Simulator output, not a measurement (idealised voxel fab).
The following is a process module called voxel transistor to metal.
The cross-section shown here is cut; it is 270 nm wide and divided into square cells measuring 5 nm on a side.
If you're reading a cross-section in this doc, picture square cells in a grid; it comes to you as bands, top ones listed first down to the bottom, and a band can be one or more rows of cells. Quick guide to a band line: top height, bottom height (nm) up front; then every material left to right with its width in nm. Only one material and it's marked "edge to edge"? Then it fills the band edge to edge. And "blank" just means empty space. Ref level 0: as-received wafer is one material below here. Bottom band extends down with no lower bound ("from 0 down"). You'd read "30 to 40" like this: the band's top row of cells is as wide as the first number, its bottom row is as wide as the second, and going down, every row changes width by the same amount as the row before did. "no alterations made" means the step left every cell of the cross-section as it was. Each empty space that has no open way to the top and spans at least 8 cells appears under "Sealed void list" as width x height at distance, the distance counted from the left edge, all in nm. On each step's line, the part that comes after the settings is the simulator's own comment on the step. On any step carrying a mask, the "overlay nm" setting, if present on the step's line, tells how far right of its planned place the mask lay; negative values point to the left.
Planned step list for the process
1 RECEIVE | material Si
2 CONFORMAL_DEP | material SiO2 | thk nm 5
3 CONFORMAL_DEP | material SiN | thk nm 10
4 PATTERN | tone cover | mask id ACTIVE | material resist | width nm 95 | pitch nm 125 | thk nm 15 | overlay nm 0
5 DIRECTIONAL_ETCH | etch materials SiN | depth nm 10
6 DIRECTIONAL_ETCH | etch materials SiO2 | depth nm 5
7 DIRECTIONAL_ETCH | etch materials Si | depth nm 20
8 STRIP | etch materials resist
9 FILL_DEP | material SiO2 | thk nm 15
10 CMP | height nm 15
11 SELECTIVE_ETCH | etch materials SiO2 | depth nm 5
12 STRIP | etch materials SiN
13 SELECTIVE_ETCH | etch materials SiO2 | depth nm 5
14 OXIDIZE | depth nm 5
15 DIRECTIONAL_DEP | material polySi | thk nm 25
16 DIRECTIONAL_DEP | material SiCN | thk nm 15
17 PATTERN | tone cover | mask id GATE | material resist | width nm 25 | pitch nm 125 | thk nm 20 | overlay nm 0
18 DIRECTIONAL_ETCH | etch materials SiCN | depth nm 25
19 DIRECTIONAL_ETCH | etch materials polySi | depth nm 35
20 STRIP | etch materials resist
21 CONFORMAL_DEP | material SiO2 | thk nm 5
22 DIRECTIONAL_ETCH | etch materials SiO2 | depth nm 5
23 CONFORMAL_DEP | material SiN | thk nm 5
24 DIRECTIONAL_ETCH | etch materials SiN | depth nm 5
25 DIRECTIONAL_ETCH | etch materials SiO2 | depth nm 5
26 DIRECTIONAL_ETCH | etch materials Si | depth nm 10
27 EPI | material nSi | thk nm 10
28 FILL_DEP | material SiO2 | thk nm 10
29 CMP | height nm 40
30 DIRECTIONAL_DEP | material SiO2 | thk nm 15
31 DIRECTIONAL_DEP | material aC | thk nm 10
32 PATTERN | tone open | mask id CONTACT | material resist | width nm 15 | thk nm 30 | overlay nm 0
33 DIRECTIONAL_ETCH | etch materials aC | depth nm 10
34 STRIP | etch materials resist
35 DIRECTIONAL_ETCH | etch materials SiO2 | depth nm 50
36 STRIP | etch materials aC
37 CONFORMAL_DEP | material TiN | thk nm 5
38 FILL_DEP | material W | thk nm 10
39 CMP | height nm 55
40 CONFORMAL_DEP | material SiCN | thk nm 5
41 DIRECTIONAL_DEP | material SiO2 | thk nm 20
42 DIRECTIONAL_DEP | material aC | thk nm 15
43 PATTERN | tone open | mask id METAL_1 | material resist | width nm 15 | thk nm 30 | overlay nm 0
44 DIRECTIONAL_ETCH | etch materials aC | depth nm 15
45 STRIP | etch materials resist
46 DIRECTIONAL_ETCH | etch materials SiO2 | depth nm 20
47 DIRECTIONAL_ETCH | etch materials SiCN | depth nm 5
48 STRIP | etch materials aC
49 CONFORMAL_DEP | material TiN | thk nm 5
50 FILL_DEP | material Cu | thk nm 5
51 CMP | height nm 80
52 EPI | material Ru | thk nm 5
53 FILL_DEP | material SiCN | thk nm 5
On the first of the two wafers: run conducted according to plan
The cross-section here shows the wafer as received, i.e. in its state after step 1
> from 0 down | Si edge to edge
> Sealed void list: none
After step 2: wafer cross-section
> from 5 to 0 | SiO2 edge to edge
> At heights below 0, the structure remains unaltered.
After step 3: wafer cross-section
> from 15 to 5 | SiN edge to edge
> At heights below 5, the structure remains unaltered.
After step 4: wafer cross-section
> from 30 to 15 | 25 blank  95 resist  30 blank  95 resist  25 blank
> At heights below 15, the structure remains unaltered.
After step 5: wafer cross-section
> from 30 to 15 | 25 blank  95 resist  30 blank  95 resist  25 blank
> from 15 to 5 | 25 blank  95 SiN  30 blank  95 SiN  25 blank
> At heights below 5, the structure remains unaltered.
After step 6: wafer cross-section
> from 30 to 15 | 25 blank  95 resist  30 blank  95 resist  25 blank
> from 15 to 5 | 25 blank  95 SiN  30 blank  95 SiN  25 blank
> from 5 to 0 | 25 blank  95 SiO2  30 blank  95 SiO2  25 blank
> At heights below 0, the structure remains unaltered.
After step 7: wafer cross-section
> from 30 to 15 | 25 blank  95 resist  30 blank  95 resist  25 blank
> from 15 to 5 | 25 blank  95 SiN  30 blank  95 SiN  25 blank
> from 5 to 0 | 25 blank  95 SiO2  30 blank  95 SiO2  25 blank
> from 0 to -20 | 25 blank  95 Si  30 blank  95 Si  25 blank
> At heights below -20, the structure remains unaltered.
After step 8: wafer cross-section
> from 15 to 5 | 25 blank  95 SiN  30 blank  95 SiN  25 blank
> At heights below 5, the structure remains unaltered.
After step 9: wafer cross-section
> from 30 to 15 | SiO2 edge to edge
> from 15 to 5 | 25 SiO2  95 SiN  30 SiO2  95 SiN  25 SiO2
> from 5 to 0 | SiO2 edge to edge
> from 0 to -20 | 25 SiO2  95 Si  30 SiO2  95 Si  25 SiO2
> At heights below -20, the structure remains unaltered.
After step 10: wafer cross-section
> from 15 to 5 | 25 SiO2  95 SiN  30 SiO2  95 SiN  25 SiO2
> At heights below 5, the structure remains unaltered.
After step 11: wafer cross-section
> from 15 to 10 | 25 blank  95 SiN  30 blank  95 SiN  25 blank
> At heights below 10, the structure remains unaltered.
After step 12: wafer cross-section
> from 10 to 5 | 25 SiO2  95 blank  30 SiO2  95 blank  25 SiO2
> At heights below 5, the structure remains unaltered.
After step 13: wafer cross-section
> from 5 to 0 | 20 SiO2  105 blank  20 SiO2  105 blank  20 SiO2
> At heights below 0, the structure remains unaltered.
After step 14: wafer cross-section
> from 5 to 0 | 20 SiO2  105 blank  20 SiO2  105 blank  20 SiO2
> from 0 to -5 | SiO2 edge to edge
> At heights below -5, the structure remains unaltered.
After step 15: wafer cross-section
> from 30 to 25 | 20 polySi  105 blank  20 polySi  105 blank  20 polySi
> from 25 to 5 | polySi edge to edge
> from 5 to 0 | 20 SiO2  105 polySi  20 SiO2  105 polySi  20 SiO2
> At heights below 0, the structure remains unaltered.
After step 16: wafer cross-section
> from 45 to 40 | 20 SiCN  105 blank  20 SiCN  105 blank  20 SiCN
> from 40 to 30 | SiCN edge to edge
> from 30 to 25 | 20 polySi  105 SiCN  20 polySi  105 SiCN  20 polySi
> At heights below 25, the structure remains unaltered.
After step 17: wafer cross-section
> from 65 to 45 | 60 blank  25 resist  100 blank  25 resist  60 blank
> from 45 to 40 | 20 SiCN  40 blank  25 resist  40 blank  20 SiCN  40 blank  25 resist  40 blank  20 SiCN
> At heights below 40, the structure remains unaltered.
After step 18: wafer cross-section
> from 65 to 40 | 60 blank  25 resist  100 blank  25 resist  60 blank
> from 40 to 30 | 60 blank  25 SiCN  100 blank  25 SiCN  60 blank
> from 30 to 25 | 20 polySi  40 blank  25 SiCN  40 blank  20 polySi  40 blank  25 SiCN  40 blank  20 polySi
> At heights below 25, the structure remains unaltered.
After step 19: wafer cross-section
> from 65 to 40 | 60 blank  25 resist  100 blank  25 resist  60 blank
> from 40 to 25 | 60 blank  25 SiCN  100 blank  25 SiCN  60 blank
> from 25 to 5 | 60 blank  25 polySi  100 blank  25 polySi  60 blank
> from 5 to 0 | 20 SiO2  40 blank  25 polySi  40 blank  20 SiO2  40 blank  25 polySi  40 blank  20 SiO2
> At heights below 0, the structure remains unaltered.
After step 20: wafer cross-section
> from 40 to 25 | 60 blank  25 SiCN  100 blank  25 SiCN  60 blank
> At heights below 25, the structure remains unaltered.
After step 21: wafer cross-section
> from 45 to 40 | 55 blank  35 SiO2  90 blank  35 SiO2  55 blank
> from 40 to 25 | 55 blank  5 SiO2  25 SiCN  5 SiO2  90 blank  5 SiO2  25 SiCN  5 SiO2  55 blank
> from 25 to 10 | 55 blank  5 SiO2  25 polySi  5 SiO2  90 blank  5 SiO2  25 polySi  5 SiO2  55 blank
> from 10 to 5 | 25 SiO2  30 blank  5 SiO2  25 polySi  5 SiO2  30 blank  30 SiO2  30 blank  5 SiO2  25 polySi  5 SiO2  30 blank  25 SiO2
> from 5 to 0 | 60 SiO2  25 polySi  100 SiO2  25 polySi  60 SiO2
> At heights below 0, the structure remains unaltered.
After step 22: wafer cross-section
> from 40 to 25 | 55 blank  5 SiO2  25 SiCN  5 SiO2  90 blank  5 SiO2  25 SiCN  5 SiO2  55 blank
> from 25 to 5 | 55 blank  5 SiO2  25 polySi  5 SiO2  90 blank  5 SiO2  25 polySi  5 SiO2  55 blank
> from 5 to 0 | 25 SiO2  30 blank  5 SiO2  25 polySi  5 SiO2  30 blank  30 SiO2  30 blank  5 SiO2  25 polySi  5 SiO2  30 blank  25 SiO2
> At heights below 0, the structure remains unaltered.
After step 23: wafer cross-section
> from 45 to 40 | 50 blank  45 SiN  80 blank  45 SiN  50 blank
> from 40 to 25 | 50 blank  5 SiN  5 SiO2  25 SiCN  5 SiO2  5 SiN  80 blank  5 SiN  5 SiO2  25 SiCN  5 SiO2  5 SiN  50 blank
> from 25 to 10 | 50 blank  5 SiN  5 SiO2  25 polySi  5 SiO2  5 SiN  80 blank  5 SiN  5 SiO2  25 polySi  5 SiO2  5 SiN  50 blank
> from 10 to 5 | 30 SiN  20 blank  5 SiN  5 SiO2  25 polySi  5 SiO2  5 SiN  20 blank  40 SiN  20 blank  5 SiN  5 SiO2  25 polySi  5 SiO2  5 SiN  20 blank  30 SiN
> from 5 to 0 | 25 SiO2  30 SiN  5 SiO2  25 polySi  5 SiO2  30 SiN  30 SiO2  30 SiN  5 SiO2  25 polySi  5 SiO2  30 SiN  25 SiO2
> At heights below 0, the structure remains unaltered.
After step 24: wafer cross-section
> from 40 to 25 | 50 blank  5 SiN  5 SiO2  25 SiCN  5 SiO2  5 SiN  80 blank  5 SiN  5 SiO2  25 SiCN  5 SiO2  5 SiN  50 blank
> from 25 to 5 | 50 blank  5 SiN  5 SiO2  25 polySi  5 SiO2  5 SiN  80 blank  5 SiN  5 SiO2  25 polySi  5 SiO2  5 SiN  50 blank
> from 5 to 0 | 25 SiO2  5 SiN  20 blank  5 SiN  5 SiO2  25 polySi  5 SiO2  5 SiN  20 blank  5 SiN  30 SiO2  5 SiN  20 blank  5 SiN  5 SiO2  25 polySi  5 SiO2  5 SiN  20 blank  5 SiN  25 SiO2
> At heights below 0, the structure remains unaltered.
After step 25: wafer cross-section
> from 40 to 35 | 50 blank  5 SiN  5 blank  25 SiCN  5 blank  5 SiN  80 blank  5 SiN  5 blank  25 SiCN  5 blank  5 SiN  50 blank
> from 35 to 25 | 50 blank  5 SiN  5 SiO2  25 SiCN  5 SiO2  5 SiN  80 blank  5 SiN  5 SiO2  25 SiCN  5 SiO2  5 SiN  50 blank
> from 25 to 5 | 50 blank  5 SiN  5 SiO2  25 polySi  5 SiO2  5 SiN  80 blank  5 SiN  5 SiO2  25 polySi  5 SiO2  5 SiN  50 blank
> from 5 to 0 | 25 blank  5 SiN  20 blank  5 SiN  5 SiO2  25 polySi  5 SiO2  5 SiN  20 blank  5 SiN  30 blank  5 SiN  20 blank  5 SiN  5 SiO2  25 polySi  5 SiO2  5 SiN  20 blank  5 SiN  25 blank
> from 0 to -5 | 30 SiO2  20 blank  45 SiO2  20 blank  40 SiO2  20 blank  45 SiO2  20 blank  30 SiO2
> At heights below -5, the structure remains unaltered.
After step 26: wafer cross-section
> from 40 to 35 | 50 blank  5 SiN  5 blank  25 SiCN  5 blank  5 SiN  80 blank  5 SiN  5 blank  25 SiCN  5 blank  5 SiN  50 blank
> from 35 to 25 | 50 blank  5 SiN  5 SiO2  25 SiCN  5 SiO2  5 SiN  80 blank  5 SiN  5 SiO2  25 SiCN  5 SiO2  5 SiN  50 blank
> from 25 to 5 | 50 blank  5 SiN  5 SiO2  25 polySi  5 SiO2  5 SiN  80 blank  5 SiN  5 SiO2  25 polySi  5 SiO2  5 SiN  50 blank
> from 5 to 0 | 25 blank  5 SiN  20 blank  5 SiN  5 SiO2  25 polySi  5 SiO2  5 SiN  20 blank  5 SiN  30 blank  5 SiN  20 blank  5 SiN  5 SiO2  25 polySi  5 SiO2  5 SiN  20 blank  5 SiN  25 blank
> from 0 to -5 | 30 SiO2  20 blank  45 SiO2  20 blank  40 SiO2  20 blank  45 SiO2  20 blank  30 SiO2
> from -5 to -15 | 25 SiO2  5 Si  20 blank  45 Si  20 blank  5 Si  30 SiO2  5 Si  20 blank  45 Si  20 blank  5 Si  25 SiO2
> At heights below -15, the structure remains unaltered.
After step 27: wafer cross-section
> from 40 to 35 | 50 blank  5 SiN  5 blank  25 SiCN  5 blank  5 SiN  80 blank  5 SiN  5 blank  25 SiCN  5 blank  5 SiN  50 blank
> from 35 to 25 | 50 blank  5 SiN  5 SiO2  25 SiCN  5 SiO2  5 SiN  80 blank  5 SiN  5 SiO2  25 SiCN  5 SiO2  5 SiN  50 blank
> from 25 to 5 | 50 blank  5 SiN  5 SiO2  25 polySi  5 SiO2  5 SiN  80 blank  5 SiN  5 SiO2  25 polySi  5 SiO2  5 SiN  50 blank
> from 5 to 0 | 25 blank  5 SiN  20 nSi  5 SiN  5 SiO2  25 polySi  5 SiO2  5 SiN  20 nSi  5 SiN  30 blank  5 SiN  20 nSi  5 SiN  5 SiO2  25 polySi  5 SiO2  5 SiN  20 nSi  5 SiN  25 blank
> from 0 to -5 | 30 SiO2  20 nSi  45 SiO2  20 nSi  40 SiO2  20 nSi  45 SiO2  20 nSi  30 SiO2
> from -5 to -15 | 25 SiO2  5 Si  20 nSi  45 Si  20 nSi  5 Si  30 SiO2  5 Si  20 nSi  45 Si  20 nSi  5 Si  25 SiO2
> At heights below -15, the structure remains unaltered.
After step 28: wafer cross-section
> from 50 to 40 | SiO2 edge to edge
> from 40 to 25 | 50 SiO2  5 SiN  5 SiO2  25 SiCN  5 SiO2  5 SiN  80 SiO2  5 SiN  5 SiO2  25 SiCN  5 SiO2  5 SiN  50 SiO2
> from 25 to 5 | 50 SiO2  5 SiN  5 SiO2  25 polySi  5 SiO2  5 SiN  80 SiO2  5 SiN  5 SiO2  25 polySi  5 SiO2  5 SiN  50 SiO2
> from 5 to 0 | 25 SiO2  5 SiN  20 nSi  5 SiN  5 SiO2  25 polySi  5 SiO2  5 SiN  20 nSi  5 SiN  30 SiO2  5 SiN  20 nSi  5 SiN  5 SiO2  25 polySi  5 SiO2  5 SiN  20 nSi  5 SiN  25 SiO2
> At heights below 0, the structure remains unaltered.
After step 29: wafer cross-section
> from 40 to 25 | 50 SiO2  5 SiN  5 SiO2  25 SiCN  5 SiO2  5 SiN  80 SiO2  5 SiN  5 SiO2  25 SiCN  5 SiO2  5 SiN  50 SiO2
> At heights below 25, the structure remains unaltered.
After step 30: wafer cross-section
> from 55 to 40 | SiO2 edge to edge
> At heights below 40, the structure remains unaltered.
After step 31: wafer cross-section
> from 65 to 55 | aC edge to edge
> At heights below 55, the structure remains unaltered.
After step 32: wafer cross-section
> from 95 to 65 | 30 resist  15 blank  55 resist  15 blank  40 resist  15 blank  55 resist  15 blank  30 resist
> At heights below 65, the structure remains unaltered.
After step 33: wafer cross-section
> from 85 to 65 | 30 resist  15 blank  55 resist  15 blank  40 resist  15 blank  55 resist  15 blank  30 resist
> from 65 to 55 | 30 aC  15 blank  55 aC  15 blank  40 aC  15 blank  55 aC  15 blank  30 aC
> At heights below 55, the structure remains unaltered.
After step 34: wafer cross-section
> from 65 to 55 | 30 aC  15 blank  55 aC  15 blank  40 aC  15 blank  55 aC  15 blank  30 aC
> At heights below 55, the structure remains unaltered.
After step 35: wafer cross-section
> from 65 to 55 | 30 aC  15 blank  55 aC  15 blank  40 aC  15 blank  55 aC  15 blank  30 aC
> from 55 to 40 | 30 SiO2  15 blank  55 SiO2  15 blank  40 SiO2  15 blank  55 SiO2  15 blank  30 SiO2
> from 40 to 25 | 30 SiO2  15 blank  5 SiO2  5 SiN  5 SiO2  25 SiCN  5 SiO2  5 SiN  5 SiO2  15 blank  40 SiO2  15 blank  5 SiO2  5 SiN  5 SiO2  25 SiCN  5 SiO2  5 SiN  5 SiO2  15 blank  30 SiO2
> from 25 to 5 | 30 SiO2  15 blank  5 SiO2  5 SiN  5 SiO2  25 polySi  5 SiO2  5 SiN  5 SiO2  15 blank  40 SiO2  15 blank  5 SiO2  5 SiN  5 SiO2  25 polySi  5 SiO2  5 SiN  5 SiO2  15 blank  30 SiO2
> At heights below 5, the structure remains unaltered.
After step 36: wafer cross-section
> from 55 to 40 | 30 SiO2  15 blank  55 SiO2  15 blank  40 SiO2  15 blank  55 SiO2  15 blank  30 SiO2
> At heights below 40, the structure remains unaltered.
After step 37: wafer cross-section
> from 60 to 55 | 35 TiN  5 blank  65 TiN  5 blank  50 TiN  5 blank  65 TiN  5 blank  35 TiN
> from 55 to 40 | 30 SiO2  5 TiN  5 blank  5 TiN  55 SiO2  5 TiN  5 blank  5 TiN  40 SiO2  5 TiN  5 blank  5 TiN  55 SiO2  5 TiN  5 blank  5 TiN  30 SiO2
> from 40 to 25 | 30 SiO2  5 TiN  5 blank  5 TiN  5 SiO2  5 SiN  5 SiO2  25 SiCN  5 SiO2  5 SiN  5 SiO2  5 TiN  5 blank  5 TiN  40 SiO2  5 TiN  5 blank  5 TiN  5 SiO2  5 SiN  5 SiO2  25 SiCN  5 SiO2  5 SiN  5 SiO2  5 TiN  5 blank  5 TiN  30 SiO2
> from 25 to 10 | 30 SiO2  5 TiN  5 blank  5 TiN  5 SiO2  5 SiN  5 SiO2  25 polySi  5 SiO2  5 SiN  5 SiO2  5 TiN  5 blank  5 TiN  40 SiO2  5 TiN  5 blank  5 TiN  5 SiO2  5 SiN  5 SiO2  25 polySi  5 SiO2  5 SiN  5 SiO2  5 TiN  5 blank  5 TiN  30 SiO2
> from 10 to 5 | 30 SiO2  15 TiN  5 SiO2  5 SiN  5 SiO2  25 polySi  5 SiO2  5 SiN  5 SiO2  15 TiN  40 SiO2  15 TiN  5 SiO2  5 SiN  5 SiO2  25 polySi  5 SiO2  5 SiN  5 SiO2  15 TiN  30 SiO2
> At heights below 5, the structure remains unaltered.
After step 38: wafer cross-section
> from 70 to 60 | W edge to edge
> from 60 to 55 | 35 TiN  5 W  65 TiN  5 W  50 TiN  5 W  65 TiN  5 W  35 TiN
> from 55 to 40 | 30 SiO2  5 TiN  5 W  5 TiN  55 SiO2  5 TiN  5 W  5 TiN  40 SiO2  5 TiN  5 W  5 TiN  55 SiO2  5 TiN  5 W  5 TiN  30 SiO2
> from 40 to 25 | 30 SiO2  5 TiN  5 W  5 TiN  5 SiO2  5 SiN  5 SiO2  25 SiCN  5 SiO2  5 SiN  5 SiO2  5 TiN  5 W  5 TiN  40 SiO2  5 TiN  5 W  5 TiN  5 SiO2  5 SiN  5 SiO2  25 SiCN  5 SiO2  5 SiN  5 SiO2  5 TiN  5 W  5 TiN  30 SiO2
> from 25 to 10 | 30 SiO2  5 TiN  5 W  5 TiN  5 SiO2  5 SiN  5 SiO2  25 polySi  5 SiO2  5 SiN  5 SiO2  5 TiN  5 W  5 TiN  40 SiO2  5 TiN  5 W  5 TiN  5 SiO2  5 SiN  5 SiO2  25 polySi  5 SiO2  5 SiN  5 SiO2  5 TiN  5 W  5 TiN  30 SiO2
> At heights below 10, the structure remains unaltered.
After step 39: wafer cross-section
> from 55 to 40 | 30 SiO2  5 TiN  5 W  5 TiN  55 SiO2  5 TiN  5 W  5 TiN  40 SiO2  5 TiN  5 W  5 TiN  55 SiO2  5 TiN  5 W  5 TiN  30 SiO2
> At heights below 40, the structure remains unaltered.
After step 40: wafer cross-section
> from 60 to 55 | SiCN edge to edge
> At heights below 55, the structure remains unaltered.
After step 41: wafer cross-section
> from 80 to 60 | SiO2 edge to edge
> At heights below 60, the structure remains unaltered.
After step 42: wafer cross-section
> from 95 to 80 | aC edge to edge
> At heights below 80, the structure remains unaltered.
After step 43: wafer cross-section
> from 125 to 95 | 30 resist  15 blank  55 resist  15 blank  40 resist  15 blank  55 resist  15 blank  30 resist
> At heights below 95, the structure remains unaltered.
After step 44: wafer cross-section
> from 110 to 95 | 30 resist  15 blank  55 resist  15 blank  40 resist  15 blank  55 resist  15 blank  30 resist
> from 95 to 80 | 30 aC  15 blank  55 aC  15 blank  40 aC  15 blank  55 aC  15 blank  30 aC
> At heights below 80, the structure remains unaltered.
After step 45: wafer cross-section
> from 95 to 80 | 30 aC  15 blank  55 aC  15 blank  40 aC  15 blank  55 aC  15 blank  30 aC
> At heights below 80, the structure remains unaltered.
After step 46: wafer cross-section
> from 95 to 80 | 30 aC  15 blank  55 aC  15 blank  40 aC  15 blank  55 aC  15 blank  30 aC
> from 80 to 60 | 30 SiO2  15 blank  55 SiO2  15 blank  40 SiO2  15 blank  55 SiO2  15 blank  30 SiO2
> At heights below 60, the structure remains unaltered.
After step 47: wafer cross-section
> from 95 to 80 | 30 aC  15 blank  55 aC  15 blank  40 aC  15 blank  55 aC  15 blank  30 aC
> from 80 to 60 | 30 SiO2  15 blank  55 SiO2  15 blank  40 SiO2  15 blank  55 SiO2  15 blank  30 SiO2
> from 60 to 55 | 30 SiCN  15 blank  55 SiCN  15 blank  40 SiCN  15 blank  55 SiCN  15 blank  30 SiCN
> At heights below 55, the structure remains unaltered.
After step 48: wafer cross-section
> from 80 to 60 | 30 SiO2  15 blank  55 SiO2  15 blank  40 SiO2  15 blank  55 SiO2  15 blank  30 SiO2
> At heights below 60, the structure remains unaltered.
After step 49: wafer cross-section
> from 85 to 80 | 35 TiN  5 blank  65 TiN  5 blank  50 TiN  5 blank  65 TiN  5 blank  35 TiN
> from 80 to 60 | 30 SiO2  5 TiN  5 blank  5 TiN  55 SiO2  5 TiN  5 blank  5 TiN  40 SiO2  5 TiN  5 blank  5 TiN  55 SiO2  5 TiN  5 blank  5 TiN  30 SiO2
> from 60 to 55 | 30 SiCN  15 TiN  55 SiCN  15 TiN  40 SiCN  15 TiN  55 SiCN  15 TiN  30 SiCN
> At heights below 55, the structure remains unaltered.
After step 50: wafer cross-section
> from 90 to 85 | Cu edge to edge
> from 85 to 80 | 35 TiN  5 Cu  65 TiN  5 Cu  50 TiN  5 Cu  65 TiN  5 Cu  35 TiN
> from 80 to 60 | 30 SiO2  5 TiN  5 Cu  5 TiN  55 SiO2  5 TiN  5 Cu  5 TiN  40 SiO2  5 TiN  5 Cu  5 TiN  55 SiO2  5 TiN  5 Cu  5 TiN  30 SiO2
> At heights below 60, the structure remains unaltered.
After step 51: wafer cross-section
> from 80 to 60 | 30 SiO2  5 TiN  5 Cu  5 TiN  55 SiO2  5 TiN  5 Cu  5 TiN  40 SiO2  5 TiN  5 Cu  5 TiN  55 SiO2  5 TiN  5 Cu  5 TiN  30 SiO2
> At heights below 60, the structure remains unaltered.
After step 52: wafer cross-section
> from 85 to 80 | 25 blank  25 Ru  45 blank  25 Ru  30 blank  25 Ru  45 blank  25 Ru  25 blank
> At heights below 80, the structure remains unaltered.
After step 53: wafer cross-section
> from 90 to 85 | SiCN edge to edge
> from 85 to 80 | 25 SiCN  25 Ru  45 SiCN  25 Ru  30 SiCN  25 Ru  45 SiCN  25 Ru  25 SiCN
> At heights below 80, the structure remains unaltered.
Second of two: same start, same plan, one run error; steps up to and including 42 match the first
Second wafer, cross-section, planned end of step 43
> from 125 to 95 | 25 resist  25 blank  45 resist  25 blank  30 resist  25 blank  45 resist  25 blank  25 resist
> At heights below 95, the structure remains unaltered.
Second wafer, cross-section, planned end of step 44
> from 110 to 95 | 25 resist  25 blank  45 resist  25 blank  30 resist  25 blank  45 resist  25 blank  25 resist
> from 95 to 80 | 25 aC  25 blank  45 aC  25 blank  30 aC  25 blank  45 aC  25 blank  25 aC
> At heights below 80, the structure remains unaltered.
Second wafer, cross-section, planned end of step 45
> from 95 to 80 | 25 aC  25 blank  45 aC  25 blank  30 aC  25 blank  45 aC  25 blank  25 aC
> At heights below 80, the structure remains unaltered.
Second wafer, cross-section, planned end of step 46
> from 95 to 80 | 25 aC  25 blank  45 aC  25 blank  30 aC  25 blank  45 aC  25 blank  25 aC
> from 80 to 60 | 25 SiO2  25 blank  45 SiO2  25 blank  30 SiO2  25 blank  45 SiO2  25 blank  25 SiO2
> At heights below 60, the structure remains unaltered.
Second wafer, cross-section, planned end of step 47
> from 95 to 80 | 25 aC  25 blank  45 aC  25 blank  30 aC  25 blank  45 aC  25 blank  25 aC
> from 80 to 60 | 25 SiO2  25 blank  45 SiO2  25 blank  30 SiO2  25 blank  45 SiO2  25 blank  25 SiO2
> from 60 to 55 | 25 SiCN  25 blank  45 SiCN  25 blank  30 SiCN  25 blank  45 SiCN  25 blank  25 SiCN
> At heights below 55, the structure remains unaltered.
Second wafer, cross-section, planned end of step 48
> from 80 to 60 | 25 SiO2  25 blank  45 SiO2  25 blank  30 SiO2  25 blank  45 SiO2  25 blank  25 SiO2
> At heights below 60, the structure remains unaltered.
Second wafer, cross-section, planned end of step 49
> from 85 to 80 | 30 TiN  15 blank  55 TiN  15 blank  40 TiN  15 blank  55 TiN  15 blank  30 TiN
> from 80 to 60 | 25 SiO2  5 TiN  15 blank  5 TiN  45 SiO2  5 TiN  15 blank  5 TiN  30 SiO2  5 TiN  15 blank  5 TiN  45 SiO2  5 TiN  15 blank  5 TiN  25 SiO2
> from 60 to 55 | 25 SiCN  25 TiN  45 SiCN  25 TiN  30 SiCN  25 TiN  45 SiCN  25 TiN  25 SiCN
> At heights below 55, the structure remains unaltered.
Second wafer, cross-section, planned end of step 50
> from 90 to 85 | Cu edge to edge
> from 85 to 80 | 30 TiN  15 Cu  55 TiN  15 Cu  40 TiN  15 Cu  55 TiN  15 Cu  30 TiN
> from 80 to 60 | 25 SiO2  5 TiN  15 Cu  5 TiN  45 SiO2  5 TiN  15 Cu  5 TiN  30 SiO2  5 TiN  15 Cu  5 TiN  45 SiO2  5 TiN  15 Cu  5 TiN  25 SiO2
> At heights below 60, the structure remains unaltered.
Second wafer, cross-section, planned end of step 51
> from 80 to 60 | 25 SiO2  5 TiN  15 Cu  5 TiN  45 SiO2  5 TiN  15 Cu  5 TiN  30 SiO2  5 TiN  15 Cu  5 TiN  45 SiO2  5 TiN  15 Cu  5 TiN  25 SiO2
> At heights below 60, the structure remains unaltered.
Second wafer, cross-section, planned end of step 52
> from 85 to 80 | 20 blank  35 Ru  35 blank  35 Ru  20 blank  35 Ru  35 blank  35 Ru  20 blank
> At heights below 80, the structure remains unaltered.
Second wafer, cross-section, planned end of step 53
> from 90 to 85 | SiCN edge to edge
> from 85 to 80 | 20 SiCN  35 Ru  35 SiCN  35 Ru  20 SiCN  35 Ru  35 SiCN  35 Ru  20 SiCN
> At heights below 80, the structure remains unaltered.
It is concluded that the wafer was processed incorrectly with respect to the plan, in that so step 43 ended up running with a different setting than we planned, it ran as PATTERN | tone open | mask id METAL_1 | material resist | width nm 25 | thk nm 30 | overlay nm 0
Bottom line after processing is that, in cells, the second wafer is up or down on some materials versus the first: Cu: 32 more, Ru: 8 more, SiCN: 16 fewer, SiO2: 32 fewer, TiN: 8 more
